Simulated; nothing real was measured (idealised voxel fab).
process module | voxel air gaps
cross-section cut | 205 nm wide | cells 5 nm
A cross-section is a grid of square cells, given in bands from the top down. A band is one or more rows of cells.
Each band's line starts with the height of the band's top and of its bottom, in nm. Then come its materials from left to right, each with its width in nm. One material with "throughout" fills the band from edge to edge. "air" is empty space.
Height 0 is the level under which the wafer as received is all one material. The lowest band goes on downwards, as in "0 down".
A width such as "30 to 40" changes by the same amount from each row of cells to the next, from the band's top row to its bottom row.
"no change" after a step means that no cell of the cross-section changed.
closed voids: empty space of 8 cells or more with no open way to the top, each as width x height at its distance from the left edge, in nm
after a step's settings: what the simulator itself notes on the step
overlay nm, on a step with a mask: how far to the right of its planned place the mask lay; to the left if negative
plan
1 op RECEIVE | material Si
2 op CONFORMAL_DEP | material SiO2 | thk nm 15
3 op CONFORMAL_DEP | material SiN | thk nm 5
4 op DIRECTIONAL_DEP | material lowk | thk nm 40
5 op DIRECTIONAL_DEP | material aC | thk nm 15
6 op PATTERN | tone open | mask id LINES | material resist | width nm 25 | pitch nm 50 | thk nm 30 | overlay nm 0
7 op DIRECTIONAL_ETCH | etch materials aC | depth nm 15
8 op STRIP | etch materials resist
9 op DIRECTIONAL_ETCH | etch materials lowk | depth nm 40
10 op STRIP | etch materials aC
11 op CONFORMAL_DEP | material TiN | thk nm 5
12 op FILL_DEP | material W | thk nm 10
13 op CMP | height nm 60
14 op EPI | material Ru | thk nm 10
15 op SELECTIVE_ETCH | etch materials lowk | depth nm 50
16 op CONFORMAL_DEP | material SiCN | thk nm 5
as received, after step 1
  0 down: Si throughout
  closed voids: none
first wafer at the end, as planned
  75 to 70: air 25 | SiCN 155 | air 25
  70 to 60: air 25 | SiCN 5 | Ru 45 | SiCN 5 | Ru 45 | SiCN 5 | Ru 45 | SiCN 5 | air 25
  60 to 55: air 25 | SiCN 15 | TiN 5 | W 15 | TiN 5 | SiCN 25 | TiN 5 | W 15 | TiN 5 | SiCN 25 | TiN 5 | W 15 | TiN 5 | SiCN 15 | air 25
  55 to 25: air 35 | SiCN 5 | TiN 5 | W 15 | TiN 5 | SiCN 5 | air 15 | SiCN 5 | TiN 5 | W 15 | TiN 5 | SiCN 5 | air 15 | SiCN 5 | TiN 5 | W 15 | TiN 5 | SiCN 5 | air 35
  25 to 20: SiCN 40 | TiN 25 | SiCN 25 | TiN 25 | SiCN 25 | TiN 25 | SiCN 40
  20 to 15: SiN throughout
  15 to 0: SiO2 throughout
  0 down: Si throughout
  closed voids: 15 x 30 at 70; 15 x 30 at 120
second wafer at the end: like start, like plan, one mistake
  90 to 85: SiCN throughout
  85 to 75: Ru throughout
  75 to 65: W throughout
  65 to 60: TiN 45 | W 15 | TiN 35 | W 15 | TiN 35 | W 15 | TiN 45
  60 to 25: lowk 40 | TiN 5 | W 15 | TiN 5 | lowk 25 | TiN 5 | W 15 | TiN 5 | lowk 25 | TiN 5 | W 15 | TiN 5 | lowk 40
  25 to 20: lowk 40 | TiN 25 | lowk 25 | TiN 25 | lowk 25 | TiN 25 | lowk 40
  20 to 15: SiN throughout
  15 to 0: SiO2 throughout
  0 down: Si throughout
  closed voids: none
what went wrong: step 13 was left out
at the end the second wafer has, in cells: 28 more of Ru | 76 fewer of SiCN | 32 more of TiN | 91 more of W | 208 more of lowk
closed voids at the end (first wafer, second wafer): 2, 0
